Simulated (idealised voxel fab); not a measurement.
Process module under the name voxel self aligned vias
This is section cut - it's 190 nm across, gridded in 5 nm square cells.
In this document a cross-section is written as a grid of square cells. It is given as a series of bands, listed from the top down, and a band is one or more rows of cells. Look at the band entry: it leads with the top's height and the bottom's height in nm. Then it lists the materials left to right, with a width in nm for each. The word "all across" on a single material says that material fills the band edge to edge. The word "air" is empty space. We count height from 0. Below that, the starting wafer is all one material. The lowest band never ends at the bottom but goes on down; see "0 and below" for how that is written. So if you see something like "30->40" for the width, read it as the top row of the band sitting at the first number and the bottom row at the second, with every row in between moving by the same amount as the last. "all unchanged" for a step: no cell of the cross-section changed in that step. In the "Cavities, closed" entry, you get each enclosed empty space of 8 cells or more, one with no open way to the top, written width x height at distance, distance from the left edge, in nm. Post-settings text on a step line: simulator's own remark regarding the step. Each step line may optionally specify "overlay nm", which for a step with a mask gives the rightward distance between the mask's planned place and where it lay, a negative value indicating the leftward direction.
## Process steps (planned)
1. RECEIVE,material Si
2. CONFORMAL_DEP,material SiO2,thk nm 10
3. CONFORMAL_DEP,material SiCN,thk nm 5
4. DIRECTIONAL_DEP,material SiO2,thk nm 25
5. PATTERN,tone open,mask id LINES,material resist,width nm 30,pitch nm 80,thk nm 20,overlay nm 0
6. DIRECTIONAL_ETCH,etch materials SiO2,depth nm 25
7. STRIP,etch materials resist
8. CONFORMAL_DEP,material TiN,thk nm 5
9. FILL_DEP,material Ru,thk nm 10
10. CMP,height nm 40
11. SELECTIVE_ETCH,etch materials W Ru TiN,depth nm 10
12. FILL_DEP,material SiN,thk nm 10
13. CMP,height nm 40
14. DIRECTIONAL_DEP,material SiO2,thk nm 15
15. MASKED_ETCH,tone open,mask id VIAS,width nm 50,pitch nm 80,etch materials SiO2,depth nm 15,overlay nm 0
16. MASKED_ETCH,tone open,mask id VIAS,width nm 50,pitch nm 80,etch materials SiN,depth nm 10,overlay nm 0
17. CONFORMAL_DEP,material TiN,thk nm 5
18. FILL_DEP,material Cu,thk nm 10
19. CMP,height nm 55
20. CONFORMAL_DEP,material SiCN,thk nm 5
## as received, after step 1
0 and below = Si all across
Cavities, closed: none
## Final cross-section, module run with one mistake (start and plan as above)
60 down to 55 = SiCN all across
55 down to 35 = 30 of SiO2, 5 of TiN, 40 of Cu, 5 of TiN, 30 of SiO2, 5 of TiN, 40 of Cu, 5 of TiN, 30 of SiO2
35 down to 30 = 30 of SiO2, 50 of TiN, 30 of SiO2, 50 of TiN, 30 of SiO2
30 down to 20 = 30->40 of SiO2, 15->5 of TiN, 20 of Ru, 15->5 of TiN, 30->50 of SiO2, 15->5 of TiN, 20 of Ru, 15->5 of TiN, 30->40 of SiO2
20 down to 15 = 40 of SiO2, 30 of TiN, 50 of SiO2, 30 of TiN, 40 of SiO2
15 down to 10 = SiCN all across
10 down to 0 = SiO2 all across
0 and below = Si all across
Cavities, closed: none
Deviation noted in wafer processing: plan step 15 ran twice
